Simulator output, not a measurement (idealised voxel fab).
Herein follows the process module entitled voxel released beams.
Cross-section cut: width 290 nm, square cells of 5 nm.
Cross-section = grid of square cells, listed top down in bands; band = one or more rows. It is stipulated that each band's entry specify, in nanometres, the height of the top of the band and then that of its bottom, followed by the materials of the band in left-to-right sequence, each together with its width in nanometres. A single material marked by the word "all across" is understood to fill the band from edge to edge; the word "empty" is understood to denote empty space. Height reference: 0 = level under which incoming wafer is all one material. Lowest band: no bottom, runs on downward, e.g. "top 0, no bottom". A width such as "30..40" changes by the same amount from each row of cells to the next, from the band's top row to its bottom row. The designation "everything unchanged", where it is given for a processing step, indicates that no cell of the cross-section was altered in the course of that step. Listed in "Closed empty spaces": every empty space of 8 or more cells without an open way to the top. Form: width x height at distance, the distance being from the left edge, all in nm. Anything after a step's settings on that line? It's the simulator's own note about the step. Among the settings permitted on a step's line is "overlay nm"; applied to a step with a mask, it specifies the extent to which the mask lay to the right of its planned position, whereas a negative figure signifies a position to the left.

## Process steps - plan
1,op RECEIVE | material Si
2,op CONFORMAL_DEP | material Al2O3 | thk nm 5
3,op DIRECTIONAL_DEP | material SiO2 | thk nm 10
4,op PATTERN | tone open | mask id ANCHOR | material resist | width nm 35 | thk nm 20 | overlay nm 0
5,op DIRECTIONAL_ETCH | etch materials SiO2 | depth nm 10
6,op STRIP | etch materials resist
7,op CONFORMAL_DEP | material SiN | thk nm 10
8,op PATTERN | tone cover | mask id BEAM | material resist | width nm 90 | thk nm 20 | overlay nm -15
9,op DIRECTIONAL_ETCH | etch materials SiN | depth nm 10
10,op STRIP | etch materials resist
11,op STRIP | etch materials SiO2
Across this set of wafers, the varied parameter is the overlay nm of step 8. Starting conditions are identical for every wafer, and the plan reports the value assigned to the first wafer.

## So this is the first of several wafers, cross-sectioned as it came to us, meaning it's at the end of step 1
* top 0, no bottom = Si all across
* Closed empty spaces: none

## Here is how to read the rows: every wafer has a row, and it shows the wafer at the end of the module, giving for each material how many cells were gained (+) or lost (-) since the wafer was received, then listing its closed voids
overlay nm -15, +58 Al2O3, +44 SiN, Closed empty spaces: none
overlay nm -10, +58 Al2O3, +44 SiN, Closed empty spaces: none
overlay nm -5, +58 Al2O3, +44 SiN, Closed empty spaces: none
overlay nm 0, +58 Al2O3, +44 SiN, Closed empty spaces: none
overlay nm 5, +58 Al2O3, +44 SiN, Closed empty spaces: none
overlay nm 10, +58 Al2O3, +44 SiN, Closed empty spaces: none
overlay nm 15, +58 Al2O3, +44 SiN, Closed empty spaces: none
